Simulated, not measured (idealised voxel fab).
Proc. module: voxel wiring stack
The figure presents cross-section cut, which has a width of 250 nm and is divided into square cells with an edge length of 5 nm.
In what follows, cross-sections appear as grids of square cells, described through bands that run from the top down, where every band is one or more rows of cells. Band: top height; bottom height; in nm. Then, left to right: material with width in nm, for each material. "everywhere": a single material spanning edge to edge. "empty": empty space. Where do heights start? At 0: under that level the wafer as delivered is made of one material only. And the lowest band has no floor; it just carries on downward, as in "0 and below". Width spec "30..40" -> top row of cells at first value, bottom row at second value, equal per-row change in between. Key: "nothing different" - step with no changed cell in the cross-section. This entry, "Closed voids list", enumerates those empty regions of no fewer than 8 cells that possess no open connection to the top. Each region is reported in the form width x height at distance, the distance being taken from the left edge, with all three quantities expressed in nm. after a step's settings: what the simulator itself notes on the step. overlay nm: where the mask lay relative to plan, measured to the right, on steps with a mask; negatives go left.

Planned process steps:
step 1: RECEIVE with material Si
step 2: CONFORMAL_DEP with material SiO2, thk nm 10
step 3: CONFORMAL_DEP with material SiCN, thk nm 5
step 4: DIRECTIONAL_DEP with material SiO2, thk nm 15
step 5: DIRECTIONAL_DEP with material aC, thk nm 10
step 6: PATTERN with tone open, mask id METAL_1, material resist, width nm 20, pitch nm 35, thk nm 25, overlay nm 0
step 7: DIRECTIONAL_ETCH with etch materials aC, depth nm 10
step 8: STRIP with etch materials resist
step 9: DIRECTIONAL_ETCH with etch materials SiO2, depth nm 15
step 10: DIRECTIONAL_ETCH with etch materials SiCN, depth nm 5
step 11: STRIP with etch materials aC
step 12: CONFORMAL_DEP with material TiN, thk nm 5
step 13: FILL_DEP with material Cu, thk nm 10
step 14: CMP with height nm 30
step 15: EPI with material Ru, thk nm 5
step 16: FILL_DEP with material SiCN, thk nm 5
step 17: DIRECTIONAL_DEP with material SiO2, thk nm 15
step 18: DIRECTIONAL_DEP with material aC, thk nm 10
step 19: PATTERN with tone open, mask id PLUG_1, material resist, width nm 15, pitch nm 70, thk nm 25, overlay nm 0
step 20: DIRECTIONAL_ETCH with etch materials aC, depth nm 10
step 21: STRIP with etch materials resist
step 22: DIRECTIONAL_ETCH with etch materials SiO2, depth nm 15
step 23: DIRECTIONAL_ETCH with etch materials SiCN, depth nm 5
step 24: STRIP with etch materials aC
step 25: CONFORMAL_DEP with material TiN, thk nm 5
step 26: FILL_DEP with material W, thk nm 5
step 27: CMP with height nm 55
step 28: DIRECTIONAL_DEP with material TiN, thk nm 5
step 29: DIRECTIONAL_DEP with material W, thk nm 25
step 30: MASKED_ETCH with tone cover, mask id METAL_2, width nm 20, pitch nm 35, etch materials W, depth nm 25, overlay nm 0
step 31: MASKED_ETCH with tone cover, mask id METAL_2, width nm 20, pitch nm 35, etch materials TiN, depth nm 5, overlay nm 0
step 32: CONFORMAL_DEP with material SiN, thk nm 5
step 33: FILL_DEP with material SiO2, thk nm 5
step 34: CMP with height nm 85
step 35: CONFORMAL_DEP with material SiCN, thk nm 5
step 36: DIRECTIONAL_DEP with material lowk, thk nm 25
step 37: DIRECTIONAL_DEP with material aC, thk nm 10
step 38: PATTERN with tone open, mask id METAL_3, material resist, width nm 20, pitch nm 35, thk nm 25, overlay nm 0
step 39: DIRECTIONAL_ETCH with etch materials aC, depth nm 10
step 40: STRIP with etch materials resist
step 41: DIRECTIONAL_ETCH with etch materials lowk, depth nm 15
step 42: STRIP with etch materials aC
step 43: PATTERN with tone open, mask id METAL_3_HOLES, material resist, width nm 15, pitch nm 35, thk nm 20, overlay nm 0
step 44: DIRECTIONAL_ETCH with etch materials lowk, depth nm 10
step 45: DIRECTIONAL_ETCH with etch materials SiCN, depth nm 5
step 46: STRIP with etch materials resist
step 47: CONFORMAL_DEP with material TiN, thk nm 5
step 48: FILL_DEP with material Cu, thk nm 10
step 49: CMP with height nm 115
step 50: CONFORMAL_DEP with material SiN, thk nm 5

Wafer, first of two, run as planned:

Shown in cross-section is the wafer as received, that is, as it stands after step 1:
  0 and below  Si everywhere
  Closed voids list: none

after step 2:
  10 down to 0  SiO2 everywhere
  Heights below 0 show no change.

after step 3:
  15 down to 10  SiCN everywhere
  Heights below 10 show no change.

after step 4:
  30 down to 15  SiO2 everywhere
  Heights below 15 show no change.

after step 5:
  40 down to 30  aC everywhere
  Heights below 30 show no change.

after step 6:
  65 down to 40  resist 80, then empty 20, then resist 15, then empty 20, then resist 15, then empty 20, then resist 80
  Heights below 40 show no change.

after step 7:
  55 down to 40  resist 80, then empty 20, then resist 15, then empty 20, then resist 15, then empty 20, then resist 80
  40 down to 30  aC 80, then empty 20, then aC 15, then empty 20, then aC 15, then empty 20, then aC 80
  Heights below 30 show no change.

after step 8:
  40 down to 30  aC 80, then empty 20, then aC 15, then empty 20, then aC 15, then empty 20, then aC 80
  Heights below 30 show no change.

after step 9:
  40 down to 30  aC 80, then empty 20, then aC 15, then empty 20, then aC 15, then empty 20, then aC 80
  30 down to 15  SiO2 80, then empty 20, then SiO2 15, then empty 20, then SiO2 15, then empty 20, then SiO2 80
  Heights below 15 show no change.

after step 10:
  40 down to 30  aC 80, then empty 20, then aC 15, then empty 20, then aC 15, then empty 20, then aC 80
  30 down to 15  SiO2 80, then empty 20, then SiO2 15, then empty 20, then SiO2 15, then empty 20, then SiO2 80
  15 down to 10  SiCN 80, then empty 20, then SiCN 15, then empty 20, then SiCN 15, then empty 20, then SiCN 80
  Heights below 10 show no change.

after step 11:
  30 down to 15  SiO2 80, then empty 20, then SiO2 15, then empty 20, then SiO2 15, then empty 20, then SiO2 80
  Heights below 15 show no change.

after step 12:
  35 down to 30  TiN 85, then empty 10, then TiN 25, then empty 10, then TiN 25, then empty 10, then TiN 85
  30 down to 15  SiO2 80, then TiN 5, then empty 10, then TiN 5, then SiO2 15, then TiN 5, then empty 10, then TiN 5, then SiO2 15, then TiN 5, then empty 10, then TiN 5, then SiO2 80
  15 down to 10  SiCN 80, then TiN 20, then SiCN 15, then TiN 20, then SiCN 15, then TiN 20, then SiCN 80
  Heights below 10 show no change.

after step 13:
  45 down to 35  Cu everywhere
  35 down to 30  TiN 85, then Cu 10, then TiN 25, then Cu 10, then TiN 25, then Cu 10, then TiN 85
  30 down to 15  SiO2 80, then TiN 5, then Cu 10, then TiN 5, then SiO2 15, then TiN 5, then Cu 10, then TiN 5, then SiO2 15, then TiN 5, then Cu 10, then TiN 5, then SiO2 80
  Heights below 15 show no change.

after step 14:
  30 down to 15  SiO2 80, then TiN 5, then Cu 10, then TiN 5, then SiO2 15, then TiN 5, then Cu 10, then TiN 5, then SiO2 15, then TiN 5, then Cu 10, then TiN 5, then SiO2 80
  Heights below 15 show no change.

after step 15:
  35 down to 30  empty 75, then Ru 30, then empty 5, then Ru 30, then empty 5, then Ru 30, then empty 75
  Heights below 30 show no change.

after step 16:
  40 down to 35  SiCN everywhere
  35 down to 30  SiCN 75, then Ru 30, then SiCN 5, then Ru 30, then SiCN 5, then Ru 30, then SiCN 75
  Heights below 30 show no change.

after step 17:
  55 down to 40  SiO2 everywhere
  Heights below 40 show no change.

after step 18:
  65 down to 55  aC everywhere
  Heights below 55 show no change.

after step 19:
  90 down to 65  resist 80, then empty 15, then resist 55, then empty 15, then resist 85
  Heights below 65 show no change.

after step 20:
  80 down to 65  resist 80, then empty 15, then resist 55, then empty 15, then resist 85
  65 down to 55  aC 80, then empty 15, then aC 55, then empty 15, then aC 85
  Heights below 55 show no change.

after step 21:
  65 down to 55  aC 80, then empty 15, then aC 55, then empty 15, then aC 85
  Heights below 55 show no change.

after step 22:
  65 down to 55  aC 80, then empty 15, then aC 55, then empty 15, then aC 85
  55 down to 40  SiO2 80, then empty 15, then SiO2 55, then empty 15, then SiO2 85
  Heights below 40 show no change.

after step 23:
  65 down to 55  aC 80, then empty 15, then aC 55, then empty 15, then aC 85
  55 down to 40  SiO2 80, then empty 15, then SiO2 55, then empty 15, then SiO2 85
  40 down to 35  SiCN 80, then empty 15, then SiCN 55, then empty 15, then SiCN 85
  Heights below 35 show no change.

after step 24:
  55 down to 40  SiO2 80, then empty 15, then SiO2 55, then empty 15, then SiO2 85
  Heights below 40 show no change.

after step 25:
  60 down to 55  TiN 85, then empty 5, then TiN 65, then empty 5, then TiN 90
  55 down to 40  SiO2 80, then TiN 5, then empty 5, then TiN 5, then SiO2 55, then TiN 5, then empty 5, then TiN 5, then SiO2 85
  40 down to 35  SiCN 80, then TiN 15, then SiCN 55, then TiN 15, then SiCN 85
  Heights below 35 show no change.

after step 26:
  65 down to 60  W everywhere
  60 down to 55  TiN 85, then W 5, then TiN 65, then W 5, then TiN 90
  55 down to 40  SiO2 80, then TiN 5, then W 5, then TiN 5, then SiO2 55, then TiN 5, then W 5, then TiN 5, then SiO2 85
  Heights below 40 show no change.

after step 27:
  55 down to 40  SiO2 80, then TiN 5, then W 5, then TiN 5, then SiO2 55, then TiN 5, then W 5, then TiN 5, then SiO2 85
  Heights below 40 show no change.

after step 28:
  60 down to 55  TiN everywhere
  Heights below 55 show no change.

after step 29:
  85 down to 60  W everywhere
  Heights below 60 show no change.

after step 30:
  85 down to 60  empty 80, then W 20, then empty 15, then W 20, then empty 15, then W 20, then empty 80
  Heights below 60 show no change.

after step 31:
  85 down to 60  empty 80, then W 20, then empty 15, then W 20, then empty 15, then W 20, then empty 80
  60 down to 55  empty 80, then TiN 20, then empty 15, then TiN 20, then empty 15, then TiN 20, then empty 80
  Heights below 55 show no change.

after step 32:
  90 down to 85  empty 75, then SiN 30, then empty 5, then SiN 30, then empty 5, then SiN 30, then empty 75
  85 down to 60  empty 75, then SiN 5, then W 20, then SiN 5, then empty 5, then SiN 5, then W 20, then SiN 5, then empty 5, then SiN 5, then W 20, then SiN 5, then empty 75
  60 down to 55  SiN 80, then TiN 20, then SiN 15, then TiN 20, then SiN 15, then TiN 20, then SiN 80
  Heights below 55 show no change.

after step 33:
  95 down to 90  SiO2 everywhere
  90 down to 85  SiO2 75, then SiN 30, then SiO2 5, then SiN 30, then SiO2 5, then SiN 30, then SiO2 75
  85 down to 60  SiO2 75, then SiN 5, then W 20, then SiN 5, then SiO2 5, then SiN 5, then W 20, then SiN 5, then SiO2 5, then SiN 5, then W 20, then SiN 5, then SiO2 75
  Heights below 60 show no change.

after step 34:
  85 down to 60  SiO2 75, then SiN 5, then W 20, then SiN 5, then SiO2 5, then SiN 5, then W 20, then SiN 5, then SiO2 5, then SiN 5, then W 20, then SiN 5, then SiO2 75
  Heights below 60 show no change.

after step 35:
  90 down to 85  SiCN everywhere
  Heights below 85 show no change.

after step 36:
  115 down to 90  lowk everywhere
  Heights below 90 show no change.

after step 37:
  125 down to 115  aC everywhere
  Heights below 115 show no change.

after step 38:
  150 down to 125  resist 80, then empty 20, then resist 15, then empty 20, then resist 15, then empty 20, then resist 80
  Heights below 125 show no change.

after step 39:
  140 down to 125  resist 80, then empty 20, then resist 15, then empty 20, then resist 15, then empty 20, then resist 80
  125 down to 115  aC 80, then empty 20, then aC 15, then empty 20, then aC 15, then empty 20, then aC 80
  Heights below 115 show no change.

after step 40:
  125 down to 115  aC 80, then empty 20, then aC 15, then empty 20, then aC 15, then empty 20, then aC 80
  Heights below 115 show no change.

after step 41:
  125 down to 115  aC 80, then empty 20, then aC 15, then empty 20, then aC 15, then empty 20, then aC 80
  115 down to 100  lowk 80, then empty 20, then lowk 15, then empty 20, then lowk 15, then empty 20, then lowk 80
  Heights below 100 show no change.

after step 42:
  115 down to 100  lowk 80, then empty 20, then lowk 15, then empty 20, then lowk 15, then empty 20, then lowk 80
  Heights below 100 show no change.

after step 43:
  135 down to 115  resist 80, then empty 15, then resist 20, then empty 15, then resist 20, then empty 15, then resist 85
  115 down to 100  lowk 80, then empty 15, then resist 5, then lowk 15, then empty 15, then resist 5, then lowk 15, then empty 15, then resist 5, then lowk 80
  Heights below 100 show no change.

after step 44:
  135 down to 115  resist 80, then empty 15, then resist 20, then empty 15, then resist 20, then empty 15, then resist 85
  115 down to 100  lowk 80, then empty 15, then resist 5, then lowk 15, then empty 15, then resist 5, then lowk 15, then empty 15, then resist 5, then lowk 80
  100 down to 90  lowk 80, then empty 15, then lowk 20, then empty 15, then lowk 20, then empty 15, then lowk 85
  Heights below 90 show no change.

after step 45:
  135 down to 115  resist 80, then empty 15, then resist 20, then empty 15, then resist 20, then empty 15, then resist 85
  115 down to 100  lowk 80, then empty 15, then resist 5, then lowk 15, then empty 15, then resist 5, then lowk 15, then empty 15, then resist 5, then lowk 80
  100 down to 90  lowk 80, then empty 15, then lowk 20, then empty 15, then lowk 20, then empty 15, then lowk 85
  90 down to 85  SiCN 80, then empty 15, then SiCN 20, then empty 15, then SiCN 20, then empty 15, then SiCN 85
  Heights below 85 show no change.

after step 46:
  115 down to 100  lowk 80, then empty 20, then lowk 15, then empty 20, then lowk 15, then empty 20, then lowk 80
  Heights below 100 show no change.

after step 47:
  120 down to 115  TiN 85, then empty 10, then TiN 25, then empty 10, then TiN 25, then empty 10, then TiN 85
  115 down to 105  lowk 80, then TiN 5, then empty 10, then TiN 5, then lowk 15, then TiN 5, then empty 10, then TiN 5, then lowk 15, then TiN 5, then empty 10, then TiN 5, then lowk 80
  105 down to 100  lowk 80, then TiN 5, then empty 5, then TiN 10, then lowk 15, then TiN 5, then empty 5, then TiN 10, then lowk 15, then TiN 5, then empty 5, then TiN 10, then lowk 80
  100 down to 90  lowk 80, then TiN 5, then empty 5, then TiN 5, then lowk 20, then TiN 5, then empty 5, then TiN 5, then lowk 20, then TiN 5, then empty 5, then TiN 5, then lowk 85
  90 down to 85  SiCN 80, then TiN 15, then SiCN 20, then TiN 15, then SiCN 20, then TiN 15, then SiCN 85
  Heights below 85 show no change.

after step 48:
  130 down to 120  Cu everywhere
  120 down to 115  TiN 85, then Cu 10, then TiN 25, then Cu 10, then TiN 25, then Cu 10, then TiN 85
  115 down to 105  lowk 80, then TiN 5, then Cu 10, then TiN 5, then lowk 15, then TiN 5, then Cu 10, then TiN 5, then lowk 15, then TiN 5, then Cu 10, then TiN 5, then lowk 80
  105 down to 100  lowk 80, then TiN 5, then Cu 5, then TiN 10, then lowk 15, then TiN 5, then Cu 5, then TiN 10, then lowk 15, then TiN 5, then Cu 5, then TiN 10, then lowk 80
  100 down to 90  lowk 80, then TiN 5, then Cu 5, then TiN 5, then lowk 20, then TiN 5, then Cu 5, then TiN 5, then lowk 20, then TiN 5, then Cu 5, then TiN 5, then lowk 85
  Heights below 90 show no change.

after step 49:
  115 down to 105  lowk 80, then TiN 5, then Cu 10, then TiN 5, then lowk 15, then TiN 5, then Cu 10, then TiN 5, then lowk 15, then TiN 5, then Cu 10, then TiN 5, then lowk 80
  Heights below 105 show no change.

after step 50:
  120 down to 115  SiN everywhere
  Heights below 115 show no change.

The second wafer began exactly as the first did and followed the same plan, but one mistake was made while running it; through step 2 inclusive, the two wafers are identical:

Cross-section, second wafer, at the end time the plan gives for step 3:
  15 down to 10  Ru everywhere
  Heights below 10 show no change.

Cross-section, second wafer, at the end time the plan gives for step 4:
  30 down to 15  SiO2 everywhere
  Heights below 15 show no change.

Cross-section, second wafer, at the end time the plan gives for step 5:
  40 down to 30  aC everywhere
  Heights below 30 show no change.

Cross-section, second wafer, at the end time the plan gives for step 6:
  65 down to 40  resist 80, then empty 20, then resist 15, then empty 20, then resist 15, then empty 20, then resist 80
  Heights below 40 show no change.

Cross-section, second wafer, at the end time the plan gives for step 7:
  55 down to 40  resist 80, then empty 20, then resist 15, then empty 20, then resist 15, then empty 20, then resist 80
  40 down to 30  aC 80, then empty 20, then aC 15, then empty 20, then aC 15, then empty 20, then aC 80
  Heights below 30 show no change.

Cross-section, second wafer, at the end time the plan gives for step 8:
  40 down to 30  aC 80, then empty 20, then aC 15, then empty 20, then aC 15, then empty 20, then aC 80
  Heights below 30 show no change.

Cross-section, second wafer, at the end time the plan gives for step 9:
  40 down to 30  aC 80, then empty 20, then aC 15, then empty 20, then aC 15, then empty 20, then aC 80
  30 down to 15  SiO2 80, then empty 20, then SiO2 15, then empty 20, then SiO2 15, then empty 20, then SiO2 80
  Heights below 15 show no change.

Cross-section, second wafer, at the end time the plan gives for step 10: nothing different

Cross-section, second wafer, at the end time the plan gives for step 11:
  30 down to 15  SiO2 80, then empty 20, then SiO2 15, then empty 20, then SiO2 15, then empty 20, then SiO2 80
  Heights below 15 show no change.

Cross-section, second wafer, at the end time the plan gives for step 12:
  35 down to 30  TiN 85, then empty 10, then TiN 25, then empty 10, then TiN 25, then empty 10, then TiN 85
  30 down to 20  SiO2 80, then TiN 5, then empty 10, then TiN 5, then SiO2 15, then TiN 5, then empty 10, then TiN 5, then SiO2 15, then TiN 5, then empty 10, then TiN 5, then SiO2 80
  20 down to 15  SiO2 80, then TiN 20, then SiO2 15, then TiN 20, then SiO2 15, then TiN 20, then SiO2 80
  Heights below 15 show no change.

Cross-section, second wafer, at the end time the plan gives for step 13:
  45 down to 35  Cu everywhere
  35 down to 30  TiN 85, then Cu 10, then TiN 25, then Cu 10, then TiN 25, then Cu 10, then TiN 85
  30 down to 20  SiO2 80, then TiN 5, then Cu 10, then TiN 5, then SiO2 15, then TiN 5, then Cu 10, then TiN 5, then SiO2 15, then TiN 5, then Cu 10, then TiN 5, then SiO2 80
  Heights below 20 show no change.

Cross-section, second wafer, at the end time the plan gives for step 14:
  30 down to 20  SiO2 80, then TiN 5, then Cu 10, then TiN 5, then SiO2 15, then TiN 5, then Cu 10, then TiN 5, then SiO2 15, then TiN 5, then Cu 10, then TiN 5, then SiO2 80
  Heights below 20 show no change.

Cross-section, second wafer, at the end time the plan gives for step 15:
  35 down to 30  empty 75, then Ru 30, then empty 5, then Ru 30, then empty 5, then Ru 30, then empty 75
  Heights below 30 show no change.

Cross-section, second wafer, at the end time the plan gives for step 16:
  40 down to 35  SiCN everywhere
  35 down to 30  SiCN 75, then Ru 30, then SiCN 5, then Ru 30, then SiCN 5, then Ru 30, then SiCN 75
  Heights below 30 show no change.

Cross-section, second wafer, at the end time the plan gives for step 17:
  55 down to 40  SiO2 everywhere
  Heights below 40 show no change.

Cross-section, second wafer, at the end time the plan gives for step 18:
  65 down to 55  aC everywhere
  Heights below 55 show no change.

Cross-section, second wafer, at the end time the plan gives for step 19:
  90 down to 65  resist 80, then empty 15, then resist 55, then empty 15, then resist 85
  Heights below 65 show no change.

Cross-section, second wafer, at the end time the plan gives for step 20:
  80 down to 65  resist 80, then empty 15, then resist 55, then empty 15, then resist 85
  65 down to 55  aC 80, then empty 15, then aC 55, then empty 15, then aC 85
  Heights below 55 show no change.

Cross-section, second wafer, at the end time the plan gives for step 21:
  65 down to 55  aC 80, then empty 15, then aC 55, then empty 15, then aC 85
  Heights below 55 show no change.

Cross-section, second wafer, at the end time the plan gives for step 22:
  65 down to 55  aC 80, then empty 15, then aC 55, then empty 15, then aC 85
  55 down to 40  SiO2 80, then empty 15, then SiO2 55, then empty 15, then SiO2 85
  Heights below 40 show no change.

Cross-section, second wafer, at the end time the plan gives for step 23:
  65 down to 55  aC 80, then empty 15, then aC 55, then empty 15, then aC 85
  55 down to 40  SiO2 80, then empty 15, then SiO2 55, then empty 15, then SiO2 85
  40 down to 35  SiCN 80, then empty 15, then SiCN 55, then empty 15, then SiCN 85
  Heights below 35 show no change.

Cross-section, second wafer, at the end time the plan gives for step 24:
  55 down to 40  SiO2 80, then empty 15, then SiO2 55, then empty 15, then SiO2 85
  Heights below 40 show no change.

Cross-section, second wafer, at the end time the plan gives for step 25:
  60 down to 55  TiN 85, then empty 5, then TiN 65, then empty 5, then TiN 90
  55 down to 40  SiO2 80, then TiN 5, then empty 5, then TiN 5, then SiO2 55, then TiN 5, then empty 5, then TiN 5, then SiO2 85
  40 down to 35  SiCN 80, then TiN 15, then SiCN 55, then TiN 15, then SiCN 85
  Heights below 35 show no change.

Cross-section, second wafer, at the end time the plan gives for step 26:
  65 down to 60  W everywhere
  60 down to 55  TiN 85, then W 5, then TiN 65, then W 5, then TiN 90
  55 down to 40  SiO2 80, then TiN 5, then W 5, then TiN 5, then SiO2 55, then TiN 5, then W 5, then TiN 5, then SiO2 85
  Heights below 40 show no change.

Cross-section, second wafer, at the end time the plan gives for step 27:
  55 down to 40  SiO2 80, then TiN 5, then W 5, then TiN 5, then SiO2 55, then TiN 5, then W 5, then TiN 5, then SiO2 85
  Heights below 40 show no change.

Cross-section, second wafer, at the end time the plan gives for step 28:
  60 down to 55  TiN everywhere
  Heights below 55 show no change.

Cross-section, second wafer, at the end time the plan gives for step 29:
  85 down to 60  W everywhere
  Heights below 60 show no change.

Cross-section, second wafer, at the end time the plan gives for step 30:
  85 down to 60  empty 80, then W 20, then empty 15, then W 20, then empty 15, then W 20, then empty 80
  Heights below 60 show no change.

Cross-section, second wafer, at the end time the plan gives for step 31:
  85 down to 60  empty 80, then W 20, then empty 15, then W 20, then empty 15, then W 20, then empty 80
  60 down to 55  empty 80, then TiN 20, then empty 15, then TiN 20, then empty 15, then TiN 20, then empty 80
  Heights below 55 show no change.

Cross-section, second wafer, at the end time the plan gives for step 32:
  90 down to 85  empty 75, then SiN 30, then empty 5, then SiN 30, then empty 5, then SiN 30, then empty 75
  85 down to 60  empty 75, then SiN 5, then W 20, then SiN 5, then empty 5, then SiN 5, then W 20, then SiN 5, then empty 5, then SiN 5, then W 20, then SiN 5, then empty 75
  60 down to 55  SiN 80, then TiN 20, then SiN 15, then TiN 20, then SiN 15, then TiN 20, then SiN 80
  Heights below 55 show no change.

Cross-section, second wafer, at the end time the plan gives for step 33:
  95 down to 90  SiO2 everywhere
  90 down to 85  SiO2 75, then SiN 30, then SiO2 5, then SiN 30, then SiO2 5, then SiN 30, then SiO2 75
  85 down to 60  SiO2 75, then SiN 5, then W 20, then SiN 5, then SiO2 5, then SiN 5, then W 20, then SiN 5, then SiO2 5, then SiN 5, then W 20, then SiN 5, then SiO2 75
  Heights below 60 show no change.

Cross-section, second wafer, at the end time the plan gives for step 34:
  85 down to 60  SiO2 75, then SiN 5, then W 20, then SiN 5, then SiO2 5, then SiN 5, then W 20, then SiN 5, then SiO2 5, then SiN 5, then W 20, then SiN 5, then SiO2 75
  Heights below 60 show no change.

Cross-section, second wafer, at the end time the plan gives for step 35:
  90 down to 85  SiCN everywhere
  Heights below 85 show no change.

Cross-section, second wafer, at the end time the plan gives for step 36:
  115 down to 90  lowk everywhere
  Heights below 90 show no change.

Cross-section, second wafer, at the end time the plan gives for step 37:
  125 down to 115  aC everywhere
  Heights below 115 show no change.

Cross-section, second wafer, at the end time the plan gives for step 38:
  150 down to 125  resist 80, then empty 20, then resist 15, then empty 20, then resist 15, then empty 20, then resist 80
  Heights below 125 show no change.

Cross-section, second wafer, at the end time the plan gives for step 39:
  140 down to 125  resist 80, then empty 20, then resist 15, then empty 20, then resist 15, then empty 20, then resist 80
  125 down to 115  aC 80, then empty 20, then aC 15, then empty 20, then aC 15, then empty 20, then aC 80
  Heights below 115 show no change.

Cross-section, second wafer, at the end time the plan gives for step 40:
  125 down to 115  aC 80, then empty 20, then aC 15, then empty 20, then aC 15, then empty 20, then aC 80
  Heights below 115 show no change.

Cross-section, second wafer, at the end time the plan gives for step 41:
  125 down to 115  aC 80, then empty 20, then aC 15, then empty 20, then aC 15, then empty 20, then aC 80
  115 down to 100  lowk 80, then empty 20, then lowk 15, then empty 20, then lowk 15, then empty 20, then lowk 80
  Heights below 100 show no change.

Cross-section, second wafer, at the end time the plan gives for step 42:
  115 down to 100  lowk 80, then empty 20, then lowk 15, then empty 20, then lowk 15, then empty 20, then lowk 80
  Heights below 100 show no change.

Cross-section, second wafer, at the end time the plan gives for step 43:
  135 down to 115  resist 80, then empty 15, then resist 20, then empty 15, then resist 20, then empty 15, then resist 85
  115 down to 100  lowk 80, then empty 15, then resist 5, then lowk 15, then empty 15, then resist 5, then lowk 15, then empty 15, then resist 5, then lowk 80
  Heights below 100 show no change.

Cross-section, second wafer, at the end time the plan gives for step 44:
  135 down to 115  resist 80, then empty 15, then resist 20, then empty 15, then resist 20, then empty 15, then resist 85
  115 down to 100  lowk 80, then empty 15, then resist 5, then lowk 15, then empty 15, then resist 5, then lowk 15, then empty 15, then resist 5, then lowk 80
  100 down to 90  lowk 80, then empty 15, then lowk 20, then empty 15, then lowk 20, then empty 15, then lowk 85
  Heights below 90 show no change.

Cross-section, second wafer, at the end time the plan gives for step 45:
  135 down to 115  resist 80, then empty 15, then resist 20, then empty 15, then resist 20, then empty 15, then resist 85
  115 down to 100  lowk 80, then empty 15, then resist 5, then lowk 15, then empty 15, then resist 5, then lowk 15, then empty 15, then resist 5, then lowk 80
  100 down to 90  lowk 80, then empty 15, then lowk 20, then empty 15, then lowk 20, then empty 15, then lowk 85
  90 down to 85  SiCN 80, then empty 15, then SiCN 20, then empty 15, then SiCN 20, then empty 15, then SiCN 85
  Heights below 85 show no change.

Cross-section, second wafer, at the end time the plan gives for step 46:
  115 down to 100  lowk 80, then empty 20, then lowk 15, then empty 20, then lowk 15, then empty 20, then lowk 80
  Heights below 100 show no change.

Cross-section, second wafer, at the end time the plan gives for step 47:
  120 down to 115  TiN 85, then empty 10, then TiN 25, then empty 10, then TiN 25, then empty 10, then TiN 85
  115 down to 105  lowk 80, then TiN 5, then empty 10, then TiN 5, then lowk 15, then TiN 5, then empty 10, then TiN 5, then lowk 15, then TiN 5, then empty 10, then TiN 5, then lowk 80
  105 down to 100  lowk 80, then TiN 5, then empty 5, then TiN 10, then lowk 15, then TiN 5, then empty 5, then TiN 10, then lowk 15, then TiN 5, then empty 5, then TiN 10, then lowk 80
  100 down to 90  lowk 80, then TiN 5, then empty 5, then TiN 5, then lowk 20, then TiN 5, then empty 5, then TiN 5, then lowk 20, then TiN 5, then empty 5, then TiN 5, then lowk 85
  90 down to 85  SiCN 80, then TiN 15, then SiCN 20, then TiN 15, then SiCN 20, then TiN 15, then SiCN 85
  Heights below 85 show no change.

Cross-section, second wafer, at the end time the plan gives for step 48:
  130 down to 120  Cu everywhere
  120 down to 115  TiN 85, then Cu 10, then TiN 25, then Cu 10, then TiN 25, then Cu 10, then TiN 85
  115 down to 105  lowk 80, then TiN 5, then Cu 10, then TiN 5, then lowk 15, then TiN 5, then Cu 10, then TiN 5, then lowk 15, then TiN 5, then Cu 10, then TiN 5, then lowk 80
  105 down to 100  lowk 80, then TiN 5, then Cu 5, then TiN 10, then lowk 15, then TiN 5, then Cu 5, then TiN 10, then lowk 15, then TiN 5, then Cu 5, then TiN 10, then lowk 80
  100 down to 90  lowk 80, then TiN 5, then Cu 5, then TiN 5, then lowk 20, then TiN 5, then Cu 5, then TiN 5, then lowk 20, then TiN 5, then Cu 5, then TiN 5, then lowk 85
  Heights below 90 show no change.

Cross-section, second wafer, at the end time the plan gives for step 49:
  115 down to 105  lowk 80, then TiN 5, then Cu 10, then TiN 5, then lowk 15, then TiN 5, then Cu 10, then TiN 5, then lowk 15, then TiN 5, then Cu 10, then TiN 5, then lowk 80
  Heights below 105 show no change.

Cross-section, second wafer, at the end time the plan gives for step 50:
  120 down to 115  SiN everywhere
  Heights below 115 show no change.
Deviation noted in wafer processing: step 3 was run on a setting that differed from the plan, and what really ran there is CONFORMAL_DEP with material Ru, thk nm 5
Final wafer comparison in cells, second versus first, more or fewer per material: -6 Cu, +50 Ru, -38 SiCN, -6 TiN
